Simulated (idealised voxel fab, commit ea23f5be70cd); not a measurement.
process module | voxel transistor to metal
cross-section cut | 150 nm wide | cells 5 nm
A cross-section is a grid of square cells, given in bands from the top down. A band is one or more rows of cells.
Each band's line starts with the height of the band's top and of its bottom, in nm. Then come its materials from left to right, each with its width in nm. One material with "throughout" fills the band from edge to edge. "air" is empty space.
Height 0 is the level under which the wafer as received is all one material. The lowest band goes on downwards, as in "0 down".
A width such as "30 to 40" changes by the same amount from each row of cells to the next, from the band's top row to its bottom row.
"no change" after a step means that no cell of the cross-section changed.
closed voids: empty space of 8 cells or more with no open way to the top, each as width x height at its distance from the left edge, in nm
after a step's settings: what the simulator itself notes on the step
overlay nm, on a step with a mask: how far to the right of its planned place the mask lay; to the left if negative
plan
1 op RECEIVE | material Si
2 op OXIDIZE | depth nm 5
3 op CONFORMAL_DEP | material SiN | thk nm 15
4 op PATTERN | tone cover | mask id ACTIVE | material resist | width nm 115 | thk nm 15 | overlay nm 0
5 op DIRECTIONAL_ETCH | etch materials SiN | depth nm 15
6 op DIRECTIONAL_ETCH | etch materials SiO2 | depth nm 5
7 op DIRECTIONAL_ETCH | etch materials Si | depth nm 35
8 op STRIP | etch materials resist
9 op FILL_DEP | material SiO2 | thk nm 15
10 op CMP | height nm 15
11 op SELECTIVE_ETCH | etch materials SiO2 | depth nm 5
12 op STRIP | etch materials SiN
13 op SELECTIVE_ETCH | etch materials SiO2 | depth nm 5
14 op OXIDIZE | depth nm 5
15 op DIRECTIONAL_DEP | material polySi | thk nm 30
16 op DIRECTIONAL_DEP | material SiCN | thk nm 15
17 op DIRECTIONAL_DEP | material aC | thk nm 15
18 op PATTERN | tone cover | mask id GATE | material resist | width nm 35 | thk nm 35 | overlay nm 0
19 op DIRECTIONAL_ETCH | etch materials aC | depth nm 15
20 op STRIP | etch materials resist
21 op DIRECTIONAL_ETCH | etch materials SiCN | depth nm 25
22 op DIRECTIONAL_ETCH | etch materials polySi | depth nm 40
23 op STRIP | etch materials aC
24 op CONFORMAL_DEP | material SiO2 | thk nm 5
25 op DIRECTIONAL_ETCH | etch materials SiO2 | depth nm 5
26 op CONFORMAL_DEP | material SiN | thk nm 5
27 op DIRECTIONAL_ETCH | etch materials SiN | depth nm 5
28 op DIRECTIONAL_ETCH | etch materials SiO2 | depth nm 5
29 op DIRECTIONAL_ETCH | etch materials Si | depth nm 5
30 op EPI | material nSi | thk nm 5
31 op FILL_DEP | material SiO2 | thk nm 5
32 op CMP | height nm 25
33 op STRIP | etch materials polySi
34 op SELECTIVE_ETCH | etch materials SiO2 | depth nm 5
35 op CONFORMAL_DEP | material HfO2 | thk nm 5
36 op CONFORMAL_DEP | material TiN | thk nm 5
37 op FILL_DEP | material W | thk nm 5
38 op CMP | height nm 20
39 op DIRECTIONAL_DEP | material SiO2 | thk nm 10
40 op MASKED_ETCH | tone open | mask id CONTACT | width nm 15 | pitch nm 90 | etch materials SiO2 | depth nm 40 | overlay nm 0
41 op CONFORMAL_DEP | material TiN | thk nm 5
42 op FILL_DEP | material W | thk nm 10
43 op CMP | height nm 30
44 op CONFORMAL_DEP | material SiCN | thk nm 5
45 op DIRECTIONAL_DEP | material lowk | thk nm 15
46 op PATTERN | tone open | mask id METAL_1 | material resist | width nm 15 | pitch nm 90 | thk nm 15 | overlay nm 0
47 op DIRECTIONAL_ETCH | etch materials lowk | depth nm 15
48 op DIRECTIONAL_ETCH | etch materials SiCN | depth nm 5
49 op STRIP | etch materials resist
50 op CONFORMAL_DEP | material TiN | thk nm 5
51 op FILL_DEP | material W | thk nm 5
52 op CMP | height nm 50
53 op EPI | material Ru | thk nm 5
54 op FILL_DEP | material SiCN | thk nm 5
55 op DIRECTIONAL_DEP | material SiO2 | thk nm 30
56 op DIRECTIONAL_DEP | material aC | thk nm 15
57 op PATTERN | tone open | mask id METAL_2 | material resist | width nm 15 | pitch nm 90 | thk nm 35 | overlay nm 0
58 op DIRECTIONAL_ETCH | etch materials aC | depth nm 15
59 op STRIP | etch materials resist
60 op DIRECTIONAL_ETCH | etch materials SiO2 | depth nm 15
61 op STRIP | etch materials aC
62 op MASKED_ETCH | tone open | mask id METAL_2_HOLES | width nm 15 | pitch nm 90 | etch materials SiO2 | depth nm 15 | overlay nm 0
63 op MASKED_ETCH | tone open | mask id METAL_2_HOLES | width nm 15 | pitch nm 90 | etch materials SiCN | depth nm 5 | overlay nm 0
64 op CONFORMAL_DEP | material TiN | thk nm 5
65 op FILL_DEP | material Cu | thk nm 10
66 op CMP | height nm 90
67 op CONFORMAL_DEP | material SiCN | thk nm 5
as received, after step 1
  0 down: Si throughout
  closed voids: none
first wafer at the end, as planned
  95 to 90: SiCN throughout
  90 to 60: SiO2 20 | TiN 5 | Cu 5 | TiN 5 | SiO2 75 | TiN 5 | Cu 5 | TiN 5 | SiO2 25
  60 to 55: SiCN 20 | TiN 15 | SiCN 75 | TiN 15 | SiCN 25
  55 to 50: SiCN 15 | Ru 25 | SiCN 65 | Ru 25 | SiCN 20
  50 to 35: lowk 20 | TiN 5 | W 5 | TiN 5 | lowk 75 | TiN 5 | W 5 | TiN 5 | lowk 25
  35 to 30: SiCN 20 | TiN 15 | SiCN 75 | TiN 15 | SiCN 25
  30 to 20: SiO2 20 | TiN 5 | W 5 | TiN 5 | SiO2 75 | TiN 5 | W 5 | TiN 5 | SiO2 25
  20 to 5: SiO2 20 | TiN 5 | W 5 | TiN 5 | SiO2 10 | SiN 5 | HfO2 5 | TiN 5 | W 25 | TiN 5 | HfO2 5 | SiN 5 | SiO2 10 | TiN 5 | W 5 | TiN 5 | SiO2 25
  5 to 0: SiO2 15 | SiN 5 | TiN 5 | W 5 | TiN 5 | SiO2 10 | SiN 5 | HfO2 5 | TiN 5 | W 25 | TiN 5 | HfO2 5 | SiN 5 | SiO2 10 | TiN 5 | W 5 | TiN 5 | SiN 5 | SiO2 20
  0 to -5: SiO2 15 | SiN 5 | TiN 15 | SiO2 10 | SiN 5 | HfO2 5 | TiN 35 | HfO2 5 | SiN 5 | SiO2 10 | TiN 15 | SiN 5 | SiO2 20
  -5 to -10: SiO2 20 | nSi 5 | TiN 10 | SiO2 5 | nSi 5 | SiO2 5 | HfO2 45 | SiO2 5 | nSi 5 | SiO2 5 | TiN 10 | nSi 5 | SiO2 25
  -10 to -15: SiO2 15 | Si 5 | nSi 25 | Si 55 | nSi 25 | Si 5 | SiO2 20
  -15 to -40: SiO2 15 | Si 115 | SiO2 20
  -40 down: Si throughout
  closed voids: none
second wafer at the end: like start, like plan, one mistake
  95 to 90: SiCN throughout
  90 to 60: SiO2 20 | TiN 5 | Cu 5 | TiN 5 | SiO2 75 | TiN 5 | Cu 5 | TiN 5 | SiO2 25
  60 to 55: SiCN 20 | TiN 15 | SiCN 75 | TiN 15 | SiCN 25
  55 to 50: SiCN 15 | Ru 25 | SiCN 65 | Ru 25 | SiCN 20
  50 to 35: lowk 20 | TiN 5 | W 5 | TiN 5 | lowk 75 | TiN 5 | W 5 | TiN 5 | lowk 25
  35 to 30: SiCN 20 | TiN 15 | SiCN 75 | TiN 15 | SiCN 25
  30 to 20: SiO2 20 | TiN 5 | W 5 | TiN 5 | SiO2 75 | TiN 5 | W 5 | TiN 5 | SiO2 25
  20 to 0: SiO2 20 | TiN 5 | W 5 | TiN 5 | SiO2 15 | SiN 5 | HfO2 5 | TiN 5 | W 15 | TiN 5 | HfO2 5 | SiN 5 | SiO2 15 | TiN 5 | W 5 | TiN 5 | SiO2 25
  0 to -5: SiO2 10 | SiN 5 | SiO2 5 | TiN 5 | W 5 | TiN 5 | SiO2 15 | SiN 5 | HfO2 5 | TiN 25 | HfO2 5 | SiN 5 | SiO2 15 | TiN 5 | W 5 | TiN 5 | SiO2 5 | SiN 5 | SiO2 15
  -5 to -10: SiO2 10 | SiN 5 | SiO2 5 | TiN 15 | SiO2 10 | nSi 5 | SiN 5 | HfO2 35 | SiN 5 | nSi 5 | SiO2 10 | TiN 15 | SiO2 5 | SiN 5 | SiO2 15
  -10 to -15: SiO2 15 | nSi 35 | Si 45 | nSi 35 | SiO2 20
  -15 to -40: SiO2 15 | Si 115 | SiO2 20
  -40 down: Si throughout
  closed voids: none
what went wrong: step 24 was left out
at the end the second wafer has, in cells: 2 fewer of HfO2 | 4 fewer of Si | 2 more of SiN | 10 more of SiO2 | 2 fewer of TiN | 6 fewer of W | 2 more of nSi
